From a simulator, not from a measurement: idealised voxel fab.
Proc. module: voxel capacitor over wiring
In the cross-section labelled cut, the width is 155 nm and each square cell is 5 nm.
When this document writes out a cross-section, it uses a grid of square cells and lists it as bands, beginning at the top and moving down, with a band standing for one or more rows of cells.
Within each band entry, the heights of the top and of the bottom of the band appear first, in that order and in nm; the materials of the band then follow from left to right, each with its corresponding width in nm. The designation "full width" on a single material indicates that it fills the band from edge to edge; the designation "air" indicates empty space.
Heights are reckoned from 0. Under this level, the received wafer is all of one material. The bottommost band is open-ended downward, for example "0 nm and below".
A two-number width, for instance "30 to 40", indicates that the width is equal to the first number in the top row of the band and to the second number in the bottom row, and that it changes by a constant amount per row of cells.
You'll sometimes find "remained unchanged" written for a step, and that's the way of saying that nowhere in the cross-section did a cell change during that step.
Sealed internal voids: empty space of 8 cells or more with no open way to the top, each as width x height at its distance from the left edge, in nm
Heads up: the bit after the settings on a step's line is the simulator's remark on that step.
overlay nm: mask offset rightward from planned place, masked step; negative means leftward offset.
Intended process steps
1 RECEIVE with material Si
2 CONFORMAL_DEP with material SiO2, thk nm 15
3 CONFORMAL_DEP with material SiCN, thk nm 5
4 DIRECTIONAL_DEP with material SiO2, thk nm 15
5 PATTERN with tone open, mask id METAL_1, material resist, width nm 25, pitch nm 90, thk nm 20, overlay nm 0
6 DIRECTIONAL_ETCH with etch materials SiO2, depth nm 15
7 DIRECTIONAL_ETCH with etch materials SiCN, depth nm 5
8 STRIP with etch materials resist
9 CONFORMAL_DEP with material TiN, thk nm 5
10 FILL_DEP with material Ru, thk nm 10
11 CMP with height nm 35
12 CONFORMAL_DEP with material SiCN, thk nm 5
13 DIRECTIONAL_DEP with material SiO2, thk nm 15
14 DIRECTIONAL_DEP with material aC, thk nm 10
15 PATTERN with tone open, mask id PLUG_1, material resist, width nm 15, thk nm 25, overlay nm 0
16 DIRECTIONAL_ETCH with etch materials aC, depth nm 10
17 STRIP with etch materials resist
18 DIRECTIONAL_ETCH with etch materials SiO2, depth nm 15
19 DIRECTIONAL_ETCH with etch materials SiCN, depth nm 5
20 STRIP with etch materials aC
21 EPI with material Ru, thk nm 10
22 EPI with material Ru, thk nm 10
23 DIRECTIONAL_DEP with material TiN, thk nm 10
24 DIRECTIONAL_DEP with material HfO2, thk nm 5
25 DIRECTIONAL_DEP with material TiN, thk nm 5
26 PATTERN with tone cover, mask id UPPER_PLATE, material resist, width nm 70, thk nm 15, overlay nm 0
27 DIRECTIONAL_ETCH with etch materials TiN, depth nm 5
28 DIRECTIONAL_ETCH with etch materials HfO2, depth nm 5
29 STRIP with etch materials resist
30 PATTERN with tone cover, mask id LOWER_PLATE, material resist, width nm 80, thk nm 20, overlay nm 0
31 DIRECTIONAL_ETCH with etch materials TiN, depth nm 10
32 STRIP with etch materials resist
33 FILL_DEP with material SiO2, thk nm 20
34 CMP with height nm 90
35 PATTERN with tone open, mask id PLUG_2, material resist, width nm 15, thk nm 20, overlay nm 0
36 DIRECTIONAL_ETCH with etch materials SiO2, depth nm 15
37 STRIP with etch materials resist
38 CONFORMAL_DEP with material TiN, thk nm 5
39 FILL_DEP with material Ru, thk nm 10
40 CMP with height nm 90
41 CONFORMAL_DEP with material SiCN, thk nm 5
As-received wafer cross-section (after step 1)
	0 nm and below: Si full width
	Sealed internal voids: none
Cross-section, first of two wafers, end of module, run as planned
	95 nm to 90 nm: SiCN full width
	90 nm to 80 nm: SiO2 40 | TiN 5 | Ru 5 | TiN 5 | SiO2 100
	80 nm to 70 nm: SiO2 40 to 30 | TiN 15 to 70 | SiO2 100 to 55
	70 nm to 65 nm: SiO2 30 | HfO2 70 | SiO2 55
	65 nm to 55 nm: SiO2 25 | TiN 80 | SiO2 50
	55 nm to 40 nm: SiO2 30 | Ru 15 | SiO2 110
	40 nm to 35 nm: SiCN 30 | Ru 15 | SiCN 110
	35 nm to 20 nm: SiO2 20 | TiN 5 | Ru 15 | TiN 5 | SiO2 65 | TiN 5 | Ru 15 | TiN 5 | SiO2 20
	20 nm to 15 nm: SiCN 20 | TiN 25 | SiCN 65 | TiN 25 | SiCN 20
	15 nm to 0 nm: SiO2 full width
	0 nm and below: Si full width
	Sealed internal voids: none
Here's the second of our two wafers sectioned at module end. Same start as the first, same plan, but one mistake got made running it
	95 nm to 90 nm: SiCN full width
	90 nm to 80 nm: SiO2 40 | TiN 5 | Ru 5 | TiN 5 | SiO2 100
	80 nm to 70 nm: SiO2 40 to 30 | TiN 15 to 70 | SiO2 100 to 55
	70 nm to 65 nm: SiCN full width
	65 nm to 55 nm: TiN full width
	55 nm to 40 nm: SiO2 30 | Ru 15 | SiO2 110
	40 nm to 35 nm: SiCN 30 | Ru 15 | SiCN 110
	35 nm to 20 nm: SiO2 20 | TiN 5 | Ru 15 | TiN 5 | SiO2 65 | TiN 5 | Ru 15 | TiN 5 | SiO2 20
	20 nm to 15 nm: SiCN 20 | TiN 25 | SiCN 65 | TiN 25 | SiCN 20
	15 nm to 0 nm: SiO2 full width
	0 nm and below: Si full width
	Sealed internal voids: none
Finding, execution versus plan: rather than as planned, step 24 actually ran as DIRECTIONAL_DEP with material SiCN, thk nm 5
Final comparison by cell count, materials where the second wafer has more or fewer than the first: HfO2 -14 | SiCN +31 | SiO2 -47 | TiN +30
